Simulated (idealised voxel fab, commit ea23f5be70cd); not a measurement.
The following is a process module called voxel gate over fins.
For reference, the cross-section in this document is cut, with width 275 nm and square cells of 5 nm.
Cross-sections here: square-cell grids, written as top-down lists of bands, a band being one or more rows of cells.
First you get the band's top height and its bottom height, in nm, and then the materials it's made of, left to right, with each width in nm. If you see a single material with "all across", that one covers the band edge to edge. "blank" is empty space.
Counting heights begins at 0, where everything beneath is, in the wafer as received, one material. The lowest band has no bottom; it goes on downwards, as "0 nm and below" shows.
Width spec "30->40" -> top row of cells at first value, bottom row at second value, equal per-row change in between.
Where a step carries "left unchanged", the cross-section came out of it unchanged, cell for cell.
This entry, "Closed cavities", enumerates those empty regions of no fewer than 8 cells that possess no open connection to the top. Each region is reported in the form width x height at distance, the distance being taken from the left edge, with all three quantities expressed in nm.
after a step's settings: what the simulator itself notes on the step
The setting "overlay nm" may be written on the line of a step. When the step uses a mask, the value reports how far to the right of the planned place the mask lay, and a negative value reports that it lay to the left.

PROCESS STEPS - PLAN
1) RECEIVE [material Si]
2) CONFORMAL_DEP [material SiN] [thk nm 10]
3) DIRECTIONAL_DEP [material aC] [thk nm 10]
4) PATTERN [tone cover] [mask id FINS] [material resist] [width nm 15] [pitch nm 55] [thk nm 30] [overlay nm 0]
5) DIRECTIONAL_ETCH [etch materials aC] [depth nm 10]
6) STRIP [etch materials resist]
7) DIRECTIONAL_ETCH [etch materials SiN] [depth nm 10]
8) DIRECTIONAL_ETCH [etch materials Si] [depth nm 40]
9) STRIP [etch materials aC]
10) FILL_DEP [material SiO2] [thk nm 10]
11) CMP [height nm 10]
12) PATTERN [tone open] [mask id RAIL] [material resist] [width nm 15] [thk nm 20] [overlay nm 0]
13) DIRECTIONAL_ETCH [etch materials SiO2] [depth nm 45]
14) STRIP [etch materials resist]
15) CONFORMAL_DEP [material TiN] [thk nm 5]
16) FILL_DEP [material W] [thk nm 5]
17) CMP [height nm 10]
18) SELECTIVE_ETCH [etch materials W Ru TiN] [depth nm 30]
19) FILL_DEP [material SiO2] [thk nm 5]
20) CMP [height nm 10]
21) SELECTIVE_ETCH [etch materials SiO2] [depth nm 25]
22) STRIP [etch materials SiN]
23) CONFORMAL_DEP [material HfO2] [thk nm 5]
24) CONFORMAL_DEP [material TiN] [thk nm 5]
25) FILL_DEP [material W] [thk nm 15]
26) CMP [height nm 20]
27) CONFORMAL_DEP [material SiCN] [thk nm 5]

STEP 1 COMPLETE: CROSS-SECTION OF THE WAFER AS RECEIVED
    0 nm and below: Si all across
    Closed cavities: none

FIRST OF TWO WAFERS, END-OF-MODULE SECTION, RUN FOLLOWED PLAN
    25 nm to 20 nm: SiCN all across
    20 nm to 10 nm: W all across
    10 nm to 5 nm: 65 of W, then 35 of TiN, then 20 of W, then 35 of TiN, then 20 of W, then 35 of TiN, then 65 of W
    5 nm to 0 nm: 65 of W, then 5 of TiN, then 25 of HfO2, then 5 of TiN, then 20 of W, then 5 of TiN, then 25 of HfO2, then 5 of TiN, then 20 of W, then 5 of TiN, then 25 of HfO2, then 5 of TiN, then 65 of W
    0 nm to -5 nm: 65 of W, then 5 of TiN, then 5 of HfO2, then 15 of Si, then 5 of HfO2, then 5 of TiN, then 20 of W, then 5 of TiN, then 5 of HfO2, then 15 of Si, then 5 of HfO2, then 5 of TiN, then 20 of W, then 5 of TiN, then 5 of HfO2, then 15 of Si, then 5 of HfO2, then 5 of TiN, then 65 of W
    -5 nm to -10 nm: 70 of TiN, then 5 of HfO2, then 15 of Si, then 5 of HfO2, then 30 of TiN, then 5 of HfO2, then 15 of Si, then 5 of HfO2, then 30 of TiN, then 5 of HfO2, then 15 of Si, then 5 of HfO2, then 70 of TiN
    -10 nm to -15 nm: 75 of HfO2, then 15 of Si, then 40 of HfO2, then 15 of Si, then 40 of HfO2, then 15 of Si, then 75 of HfO2
    -15 nm to -20 nm: 75 of SiO2, then 15 of Si, then 40 of SiO2, then 15 of Si, then 40 of SiO2, then 15 of Si, then 75 of SiO2
    -20 nm to -30 nm: 75 of SiO2, then 15 of Si, then 10 of SiO2, then 5 of TiN, then 5 of W, then 5 of TiN, then 15 of SiO2, then 15 of Si, then 40 of SiO2, then 15 of Si, then 75 of SiO2
    -30 nm to -35 nm: 75 of SiO2, then 15 of Si, then 10 of SiO2, then 15 of TiN, then 15 of SiO2, then 15 of Si, then 40 of SiO2, then 15 of Si, then 75 of SiO2
    -35 nm to -40 nm: 75 of SiO2, then 15 of Si, then 40 of SiO2, then 15 of Si, then 40 of SiO2, then 15 of Si, then 75 of SiO2
    -40 nm and below: Si all across
    Closed cavities: none

SECOND WAFER THROUGH THE MODULE, SECTIONED AT THE END: SAME BEGINNING AND SAME PLAN AS THE FIRST WAFER, WITH ONE MISTAKE IN CARRYING IT OUT
    25 nm to 20 nm: SiCN all across
    20 nm to 10 nm: W all across
    10 nm to 5 nm: 65 of W, then 35 of TiN, then 20 of W, then 35 of TiN, then 20 of W, then 35 of TiN, then 65 of W
    5 nm to 0 nm: 65 of W, then 5 of TiN, then 25 of HfO2, then 5 of TiN, then 20 of W, then 5 of TiN, then 25 of HfO2, then 5 of TiN, then 20 of W, then 5 of TiN, then 25 of HfO2, then 5 of TiN, then 65 of W
    0 nm to -5 nm: 65 of W, then 5 of TiN, then 5 of HfO2, then 15 of Si, then 5 of HfO2, then 5 of TiN, then 20 of W, then 5 of TiN, then 5 of HfO2, then 15 of Si, then 5 of HfO2, then 5 of TiN, then 20 of W, then 5 of TiN, then 5 of HfO2, then 15 of Si, then 5 of HfO2, then 5 of TiN, then 65 of W
    -5 nm to -10 nm: 70 of TiN, then 5 of HfO2, then 15 of Si, then 5 of HfO2, then 30 of TiN, then 5 of HfO2, then 15 of Si, then 5 of HfO2, then 30 of TiN, then 5 of HfO2, then 15 of Si, then 5 of HfO2, then 70 of TiN
    -10 nm to -15 nm: 75 of HfO2, then 15 of Si, then 40 of HfO2, then 15 of Si, then 40 of HfO2, then 15 of Si, then 75 of HfO2
    -15 nm to -20 nm: 75 of SiO2, then 15 of Si, then 40 of SiO2, then 15 of Si, then 40 of SiO2, then 15 of Si, then 75 of SiO2
    -20 nm to -30 nm: 75 of SiO2, then 15 of Si, then 5 of SiO2, then 5 of TiN, then 15 of W, then 5 of TiN, then 10 of SiO2, then 15 of Si, then 40 of SiO2, then 15 of Si, then 75 of SiO2
    -30 nm to -35 nm: 75 of SiO2, then 15 of Si, then 5 of SiO2, then 25 of TiN, then 10 of SiO2, then 15 of Si, then 40 of SiO2, then 15 of Si, then 75 of SiO2
    -35 nm to -40 nm: 75 of SiO2, then 15 of Si, then 40 of SiO2, then 15 of Si, then 40 of SiO2, then 15 of Si, then 75 of SiO2
    -40 nm and below: Si all across
    Closed cavities: none
Run error: planned and actual differ for step 12; actual: PATTERN [tone open] [mask id RAIL] [material resist] [width nm 25] [thk nm 20] [overlay nm 0]
At the finish, the second wafer shows more or fewer cells for some materials than the first does: 6 fewer of SiO2, 2 more of TiN, 4 more of W
